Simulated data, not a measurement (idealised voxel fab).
The following process module bears the name voxel local oxidation.
The cross-section on display is named cut; it measures 250 nm wide, and its cells are 5 nm squares.
Square cells in a grid make up a cross-section in this document, and the grid is given as bands, listed from the top down, each one or more rows of cells. In this notation a band is specified by the heights of its top and bottom, in that order and in nm, after which its materials appear from left to right, each paired with its width in nm. The word "everywhere" attached to a single material means that material fills the band from edge to edge; the word "air" stands for empty space. Height reference: 0 = level under which incoming wafer is all one material. Lowest band: no bottom, runs on downward, e.g. "0 and below". Note: "30->40" means the width goes from the first number (top row of the band) to the second number (bottom row) in equal steps per row of cells. Key: "nothing changed" - step with no changed cell in the cross-section. "Voids, enclosed": empty spaces of 8 cells or more with no open way to the top, each given as width x height at distance, distance from the left edge, all in nm. The remark found on a step's line after its settings is issued by the simulator itself and pertains to that step. The optional step-line setting "overlay nm" applies to steps with a mask and quantifies how far to the right of its planned location the mask lay, a negative value indicating leftward placement. Pairs, read this way: before one process step on the one hand, after it on the other, the after cross-section ending at the lowest band that changed; the step between, settings included, beneath. Same starting wafer throughout, but possibly different runs of this module, so no pair continues from the pair above unless its entry headed "Pre-process cross-section" says so.

-- Pre-process cross-section
	0 and below  Si everywhere
	Voids, enclosed: none

-- Post-Step Snapshot
	0 down to -5  SiO2 everywhere
	Anything lower than -5 is untouched.
	Voids, enclosed: none
The structure goes from the before cross-section above to the after cross-section through OXIDIZE,depth nm 5

Pre-process cross-section: same picture as after in the pair right above, so we don't repeat it.

-- Post-Step Snapshot
	15 down to 0  SiN everywhere
	Anything lower than 0 is untouched.
	Voids, enclosed: none
The structure goes from the before cross-section above to the after cross-section through CONFORMAL_DEP,material SiN,thk nm 15

Pre-process cross-section: same picture as after in the pair right above, so we don't repeat it.

-- Post-Step Snapshot
	30 down to 15  aC everywhere
	Anything lower than 15 is untouched.
	Voids, enclosed: none
The structure goes from the before cross-section above to the after cross-section through DIRECTIONAL_DEP,material aC,thk nm 15

Pre-process cross-section: same picture as after in the pair right above, so we don't repeat it.

-- Post-Step Snapshot
	65 down to 30  air 75, resist 95, air 80
	Anything lower than 30 is untouched.
	Voids, enclosed: none
The structure goes from the before cross-section above to the after cross-section through PATTERN,tone cover,mask id ACTIVE,material resist,width nm 95,thk nm 35,overlay nm 0

Pre-process cross-section: same picture as after in the pair right above, so we don't repeat it.

-- Post-Step Snapshot
	50 down to 30  air 75, resist 95, air 80
	30 down to 15  air 75, aC 95, air 80
	Anything lower than 15 is untouched.
	Voids, enclosed: none
The structure goes from the before cross-section above to the after cross-section through DIRECTIONAL_ETCH,etch materials aC,depth nm 15

Pre-process cross-section: same picture as after in the pair right above, so we don't repeat it.

-- Post-Step Snapshot
	30 down to 15  air 75, aC 95, air 80
	Anything lower than 15 is untouched.
	Voids, enclosed: none
The structure goes from the before cross-section above to the after cross-section through STRIP,etch materials resist

Pre-process cross-section: same picture as after in the pair right above, so we don't repeat it.

-- Post-Step Snapshot
	30 down to 15  air 75, aC 95, air 80
	15 down to 0  air 75, SiN 95, air 80
	Anything lower than 0 is untouched.
	Voids, enclosed: none
The structure goes from the before cross-section above to the after cross-section through DIRECTIONAL_ETCH,etch materials SiN,depth nm 15

Pre-process cross-section: same picture as after in the pair right above, so we don't repeat it.

-- Post-Step Snapshot
	15 down to 0  air 75, SiN 95, air 80
	Anything lower than 0 is untouched.
	Voids, enclosed: none
The structure goes from the before cross-section above to the after cross-section through STRIP,etch materials aC

Pre-process cross-section: same picture as after in the pair right above, so we don't repeat it.

-- Post-Step Snapshot
	15 down to 0  air 75, SiN 95, air 80
	0 down to -5  air 80, SiO2 85, air 85
	Anything lower than -5 is untouched.
	Voids, enclosed: none
The structure goes from the before cross-section above to the after cross-section through SELECTIVE_ETCH,etch materials SiO2,depth nm 5

Pre-process cross-section: same picture as after in the pair right above, so we don't repeat it.

-- Post-Step Snapshot
	15 down to 0  air 75, SiN 95, air 80
	0 down to -5  air 80, SiO2 85, air 85
	-5 down to -15  SiO2 90, Si 65, SiO2 95
	Anything lower than -15 is untouched.
	Voids, enclosed: none
The structure goes from the before cross-section above to the after cross-section through OXIDIZE,depth nm 10

Pre-process cross-section: same picture as after in the pair right above, so we don't repeat it.

-- Post-Step Snapshot
	0 down to -5  air 80, SiO2 85, air 85
	Anything lower than -5 is untouched.
	Voids, enclosed: none
The structure goes from the before cross-section above to the after cross-section through STRIP,etch materials SiN

-- Pre-process cross-section
	50 down to 30  air 75, resist 95, air 80
	30 down to 15  air 75, aC 95, air 80
	15 down to 0  SiN everywhere
	0 down to -5  SiO2 everywhere
	-5 and below  Si everywhere
	Voids, enclosed: none

-- Post-Step Snapshot
	50 down to 30  air 75, resist 95, air 80
	30 down to 15  air 75, aC 95, air 80
	15 down to 0  air 75, SiN 95, air 80
	Anything lower than 0 is untouched.
	Voids, enclosed: none
The structure goes from the before cross-section above to the after cross-section through DIRECTIONAL_ETCH,etch materials SiN,depth nm 15

Pre-process cross-section: same picture as after in the pair right above, so we don't repeat it.

-- Post-Step Snapshot
	15 down to 0  air 75, SiN 95, air 80
	Anything lower than 0 is untouched.
	Voids, enclosed: none
The structure goes from the before cross-section above to the after cross-section through STRIP,etch materials aC

-- Pre-process cross-section
	30 down to 15  air 75, aC 95, air 80
	15 down to 0  air 75, SiN 95, air 80
	0 down to -5  SiO2 everywhere
	-5 and below  Si everywhere
	Voids, enclosed: none

-- Post-Step Snapshot
	30 down to 15  air 75, aC 95, air 80
	15 down to 0  air 75, SiN 95, air 80
	0 down to -5  air 80, SiO2 85, air 85
	Anything lower than -5 is untouched.
	Voids, enclosed: none
The structure goes from the before cross-section above to the after cross-section through SELECTIVE_ETCH,etch materials SiO2,depth nm 5

Pre-process cross-section: same picture as after in the pair right above, so we don't repeat it.

-- Post-Step Snapshot
	15 down to 0  air 75, SiN 95, air 80
	Anything lower than 0 is untouched.
	Voids, enclosed: none
The structure goes from the before cross-section above to the after cross-section through STRIP,etch materials aC

-- Pre-process cross-section
	0 and below  Si everywhere
	Voids, enclosed: none

-- Post-Step Snapshot
	0 down to -15  SiO2 everywhere
	Anything lower than -15 is untouched.
	Voids, enclosed: none
The structure goes from the before cross-section above to the after cross-section through OXIDIZE,depth nm 15

Pre-process cross-section: same picture as after in the pair right above, so we don't repeat it.

-- Post-Step Snapshot
	15 down to 0  SiN everywhere
	Anything lower than 0 is untouched.
	Voids, enclosed: none
The structure goes from the before cross-section above to the after cross-section through CONFORMAL_DEP,material SiN,thk nm 15

Pre-process cross-section: same picture as after in the pair right above, so we don't repeat it.

-- Post-Step Snapshot
	30 down to 15  aC everywhere
	Anything lower than 15 is untouched.
	Voids, enclosed: none
The structure goes from the before cross-section above to the after cross-section through DIRECTIONAL_DEP,material aC,thk nm 15

Pre-process cross-section: same picture as after in the pair right above, so we don't repeat it.

-- Post-Step Snapshot
	65 down to 30  air 75, resist 95, air 80
	Anything lower than 30 is untouched.
	Voids, enclosed: none
The structure goes from the before cross-section above to the after cross-section through PATTERN,tone cover,mask id ACTIVE,material resist,width nm 95,thk nm 35,overlay nm 0

Pre-process cross-section: same picture as after in the pair right above, so we don't repeat it.

-- Post-Step Snapshot
	50 down to 30  air 75, resist 95, air 80
	30 down to 15  air 75, aC 95, air 80
	Anything lower than 15 is untouched.
	Voids, enclosed: none
The structure goes from the before cross-section above to the after cross-section through DIRECTIONAL_ETCH,etch materials aC,depth nm 15

Pre-process cross-section: same picture as after in the pair right above, so we don't repeat it.

-- Post-Step Snapshot
	30 down to 15  air 75, aC 95, air 80
	Anything lower than 15 is untouched.
	Voids, enclosed: none
The structure goes from the before cross-section above to the after cross-section through STRIP,etch materials resist

Pre-process cross-section: same picture as after in the pair right above, so we don't repeat it.

-- Post-Step Snapshot
	30 down to 15  air 75, aC 95, air 80
	15 down to 0  air 75, SiN 95, air 80
	Anything lower than 0 is untouched.
	Voids, enclosed: none
The structure goes from the before cross-section above to the after cross-section through DIRECTIONAL_ETCH,etch materials SiN,depth nm 15

Pre-process cross-section: same picture as after in the pair right above, so we don't repeat it.

-- Post-Step Snapshot
	15 down to 0  air 75, SiN 95, air 80
	Anything lower than 0 is untouched.
	Voids, enclosed: none
The structure goes from the before cross-section above to the after cross-section through STRIP,etch materials aC

Pre-process cross-section: same picture as after in the pair right above, so we don't repeat it.

-- Post-Step Snapshot
	15 down to 0  air 75, SiN 95, air 80
	0 down to -5  air 80, SiO2 85, air 85
	Anything lower than -5 is untouched.
	Voids, enclosed: none
The structure goes from the before cross-section above to the after cross-section through SELECTIVE_ETCH,etch materials SiO2,depth nm 5

Pre-process cross-section: same picture as after in the pair right above, so we don't repeat it.

-- Post-Step Snapshot
	0 down to -5  air 80, SiO2 85, air 85
	Anything lower than -5 is untouched.
	Voids, enclosed: none
The structure goes from the before cross-section above to the after cross-section through STRIP,etch materials SiN

-- Pre-process cross-section
	30 down to 15  aC everywhere
	15 down to 0  SiN everywhere
	0 down to -5  SiO2 everywhere
	-5 and below  Si everywhere
	Voids, enclosed: none

-- Post-Step Snapshot
	65 down to 30  air 70, resist 105, air 75
	Anything lower than 30 is untouched.
	Voids, enclosed: none
The structure goes from the before cross-section above to the after cross-section through PATTERN,tone cover,mask id ACTIVE,material resist,width nm 105,thk nm 35,overlay nm 0

Pre-process cross-section: same picture as after in the pair right above, so we don't repeat it.

-- Post-Step Snapshot
	50 down to 30  air 70, resist 105, air 75
	30 down to 15  air 70, aC 105, air 75
	Anything lower than 15 is untouched.
	Voids, enclosed: none
The structure goes from the before cross-section above to the after cross-section through DIRECTIONAL_ETCH,etch materials aC,depth nm 15

Pre-process cross-section: same picture as after in the pair right above, so we don't repeat it.

-- Post-Step Snapshot
	30 down to 15  air 70, aC 105, air 75
	Anything lower than 15 is untouched.
	Voids, enclosed: none
The structure goes from the before cross-section above to the after cross-section through STRIP,etch materials resist

Pre-process cross-section: same picture as after in the pair right above, so we don't repeat it.

-- Post-Step Snapshot
	30 down to 15  air 70, aC 105, air 75
	15 down to 0  air 70, SiN 105, air 75
	Anything lower than 0 is untouched.
	Voids, enclosed: none
The structure goes from the before cross-section above to the after cross-section through DIRECTIONAL_ETCH,etch materials SiN,depth nm 15

Pre-process cross-section: same picture as after in the pair right above, so we don't repeat it.

-- Post-Step Snapshot
	15 down to 0  air 70, SiN 105, air 75
	Anything lower than 0 is untouched.
	Voids, enclosed: none
The structure goes from the before cross-section above to the after cross-section through STRIP,etch materials aC

Pre-process cross-section: same picture as after in the pair right above, so we don't repeat it.

-- Post-Step Snapshot
	15 down to 0  air 70, SiN 105, air 75
	0 down to -5  air 75, SiO2 95, air 80
	Anything lower than -5 is untouched.
	Voids, enclosed: none
The structure goes from the before cross-section above to the after cross-section through SELECTIVE_ETCH,etch materials SiO2,depth nm 5

Pre-process cross-section: same picture as after in the pair right above, so we don't repeat it.

-- Post-Step Snapshot
	15 down to 0  air 70, SiN 105, air 75
	0 down to -5  air 75, SiO2 95, air 80
	-5 down to -15  SiO2 85, Si 75, SiO2 90
	Anything lower than -15 is untouched.
	Voids, enclosed: none
The structure goes from the before cross-section above to the after cross-section through OXIDIZE,depth nm 10

Pre-process cross-section: same picture as after in the pair right above, so we don't repeat it.

-- Post-Step Snapshot
	0 down to -5  air 75, SiO2 95, air 80
	Anything lower than -5 is untouched.
	Voids, enclosed: none
The structure goes from the before cross-section above to the after cross-section through STRIP,etch materials SiN

-- Pre-process cross-section
	30 down to 15  aC everywhere
	15 down to 0  SiN everywhere
	0 down to -5  SiO2 everywhere
	-5 and below  Si everywhere
	Voids, enclosed: none

-- Post-Step Snapshot
	65 down to 30  air 85, resist 95, air 70
	Anything lower than 30 is untouched.
	Voids, enclosed: none
The structure goes from the before cross-section above to the after cross-section through PATTERN,tone cover,mask id ACTIVE,material resist,width nm 95,thk nm 35,overlay nm 10

Pre-process cross-section: same picture as after in the pair right above, so we don't repeat it.

-- Post-Step Snapshot
	50 down to 30  air 85, resist 95, air 70
	30 down to 15  air 85, aC 95, air 70
	Anything lower than 15 is untouched.
	Voids, enclosed: none
The structure goes from the before cross-section above to the after cross-section through DIRECTIONAL_ETCH,etch materials aC,depth nm 15

Pre-process cross-section: same picture as after in the pair right above, so we don't repeat it.

-- Post-Step Snapshot
	30 down to 15  air 85, aC 95, air 70
	Anything lower than 15 is untouched.
	Voids, enclosed: none
The structure goes from the before cross-section above to the after cross-section through STRIP,etch materials resist

Pre-process cross-section: same picture as after in the pair right above, so we don't repeat it.

-- Post-Step Snapshot
	30 down to 15  air 85, aC 95, air 70
	15 down to 0  air 85, SiN 95, air 70
	Anything lower than 0 is untouched.
	Voids, enclosed: none
The structure goes from the before cross-section above to the after cross-section through DIRECTIONAL_ETCH,etch materials SiN,depth nm 15

Pre-process cross-section: same picture as after in the pair right above, so we don't repeat it.

-- Post-Step Snapshot
	15 down to 0  air 85, SiN 95, air 70
	Anything lower than 0 is untouched.
	Voids, enclosed: none
The structure goes from the before cross-section above to the after cross-section through STRIP,etch materials aC

Pre-process cross-section: same picture as after in the pair right above, so we don't repeat it.

-- Post-Step Snapshot
	15 down to 0  air 85, SiN 95, air 70
	0 down to -5  air 90, SiO2 85, air 75
	Anything lower than -5 is untouched.
	Voids, enclosed: none
The structure goes from the before cross-section above to the after cross-section through SELECTIVE_ETCH,etch materials SiO2,depth nm 5

Pre-process cross-section: same picture as after in the pair right above, so we don't repeat it.

-- Post-Step Snapshot
	15 down to 0  air 85, SiN 95, air 70
	0 down to -5  air 90, SiO2 85, air 75
	-5 down to -15  SiO2 100, Si 65, SiO2 85
	Anything lower than -15 is untouched.
	Voids, enclosed: none
The structure goes from the before cross-section above to the after cross-section through OXIDIZE,depth nm 10

Pre-process cross-section: same picture as after in the pair right above, so we don't repeat it.

-- Post-Step Snapshot
	0 down to -5  air 90, SiO2 85, air 75
	Anything lower than -5 is untouched.
	Voids, enclosed: none
The structure goes from the before cross-section above to the after cross-section through STRIP,etch materials SiN

-- Pre-process cross-section
	0 down to -5  SiO2 everywhere
	-5 and below  Si everywhere
	Voids, enclosed: none

-- Post-Step Snapshot
	15 down to -5  SiO2 everywhere
	Anything lower than -5 is untouched.
	Voids, enclosed: none
The structure goes from the before cross-section above to the after cross-section through CONFORMAL_DEP,material SiO2,thk nm 15

Pre-process cross-section: same picture as after in the pair right above, so we don't repeat it.

-- Post-Step Snapshot
	30 down to 15  aC everywhere
	Anything lower than 15 is untouched.
	Voids, enclosed: none
The structure goes from the before cross-section above to the after cross-section through DIRECTIONAL_DEP,material aC,thk nm 15

Pre-process cross-section: same picture as after in the pair right above, so we don't repeat it.

-- Post-Step Snapshot
	65 down to 30  air 75, resist 95, air 80
	Anything lower than 30 is untouched.
	Voids, enclosed: none
The structure goes from the before cross-section above to the after cross-section through PATTERN,tone cover,mask id ACTIVE,material resist,width nm 95,thk nm 35,overlay nm 0

Pre-process cross-section: same picture as after in the pair right above, so we don't repeat it.

-- Post-Step Snapshot
	50 down to 30  air 75, resist 95, air 80
	30 down to 15  air 75, aC 95, air 80
	Anything lower than 15 is untouched.
	Voids, enclosed: none
The structure goes from the before cross-section above to the after cross-section through DIRECTIONAL_ETCH,etch materials aC,depth nm 15

Pre-process cross-section: same picture as after in the pair right above, so we don't repeat it.

-- Post-Step Snapshot
	30 down to 15  air 75, aC 95, air 80
	Anything lower than 15 is untouched.
	Voids, enclosed: none
The structure goes from the before cross-section above to the after cross-section through STRIP,etch materials resist

Pre-process cross-section: same picture as after in the pair right above, so we don't repeat it.

-- Post-Step Snapshot
	15 down to -5  SiO2 everywhere
	Anything lower than -5 is untouched.
	Voids, enclosed: none
The structure goes from the before cross-section above to the after cross-section through STRIP,etch materials aC

Pre-process cross-section: same picture as after in the pair right above, so we don't repeat it.

-- Post-Step Snapshot
	10 down to -5  SiO2 everywhere
	Anything lower than -5 is untouched.
	Voids, enclosed: none
The structure goes from the before cross-section above to the after cross-section through SELECTIVE_ETCH,etch materials SiO2,depth nm 5

-- Pre-process cross-section
	30 down to 15  aC everywhere
	15 down to 0  SiN everywhere
	0 down to -5  SiO2 everywhere
	-5 and below  Si everywhere
	Voids, enclosed: none

-- Post-Step Snapshot
	65 down to 30  resist 75, air 95, resist 80
	Anything lower than 30 is untouched.
	Voids, enclosed: none
The structure goes from the before cross-section above to the after cross-section through PATTERN,tone open,mask id ACTIVE,material resist,width nm 95,thk nm 35,overlay nm 0

Pre-process cross-section: same picture as after in the pair right above, so we don't repeat it.

-- Post-Step Snapshot
	50 down to 30  resist 75, air 95, resist 80
	30 down to 15  aC 75, air 95, aC 80
	Anything lower than 15 is untouched.
	Voids, enclosed: none
The structure goes from the before cross-section above to the after cross-section through DIRECTIONAL_ETCH,etch materials aC,depth nm 15

Pre-process cross-section: same picture as after in the pair right above, so we don't repeat it.

-- Post-Step Snapshot
	30 down to 15  aC 75, air 95, aC 80
	Anything lower than 15 is untouched.
	Voids, enclosed: none
The structure goes from the before cross-section above to the after cross-section through STRIP,etch materials resist

Pre-process cross-section: same picture as after in the pair right above, so we don't repeat it.

-- Post-Step Snapshot
	30 down to 15  aC 75, air 95, aC 80
	15 down to 0  SiN 75, air 95, SiN 80
	Anything lower than 0 is untouched.
	Voids, enclosed: none
The structure goes from the before cross-section above to the after cross-section through DIRECTIONAL_ETCH,etch materials SiN,depth nm 15

Pre-process cross-section: same picture as after in the pair right above, so we don't repeat it.

-- Post-Step Snapshot
	15 down to 0  SiN 75, air 95, SiN 80
	Anything lower than 0 is untouched.
	Voids, enclosed: none
The structure goes from the before cross-section above to the after cross-section through STRIP,etch materials aC

Pre-process cross-section: same picture as after in the pair right above, so we don't repeat it.

-- Post-Step Snapshot
	15 down to 0  SiN 75, air 95, SiN 80
	0 down to -5  SiO2 70, air 105, SiO2 75
	Anything lower than -5 is untouched.
	Voids, enclosed: none
The structure goes from the before cross-section above to the after cross-section through SELECTIVE_ETCH,etch materials SiO2,depth nm 5

Pre-process cross-section: same picture as after in the pair right above, so we don't repeat it.

-- Post-Step Snapshot
	15 down to 0  SiN 75, air 95, SiN 80
	0 down to -5  SiO2 70, air 105, SiO2 75
	-5 down to -15  Si 60, SiO2 125, Si 65
	Anything lower than -15 is untouched.
	Voids, enclosed: none
The structure goes from the before cross-section above to the after cross-section through OXIDIZE,depth nm 10

Pre-process cross-section: same picture as after in the pair right above, so we don't repeat it.

-- Post-Step Snapshot
	0 down to -5  SiO2 70, air 105, SiO2 75
	Anything lower than -5 is untouched.
	Voids, enclosed: none
The structure goes from the before cross-section above to the after cross-section through STRIP,etch materials SiN
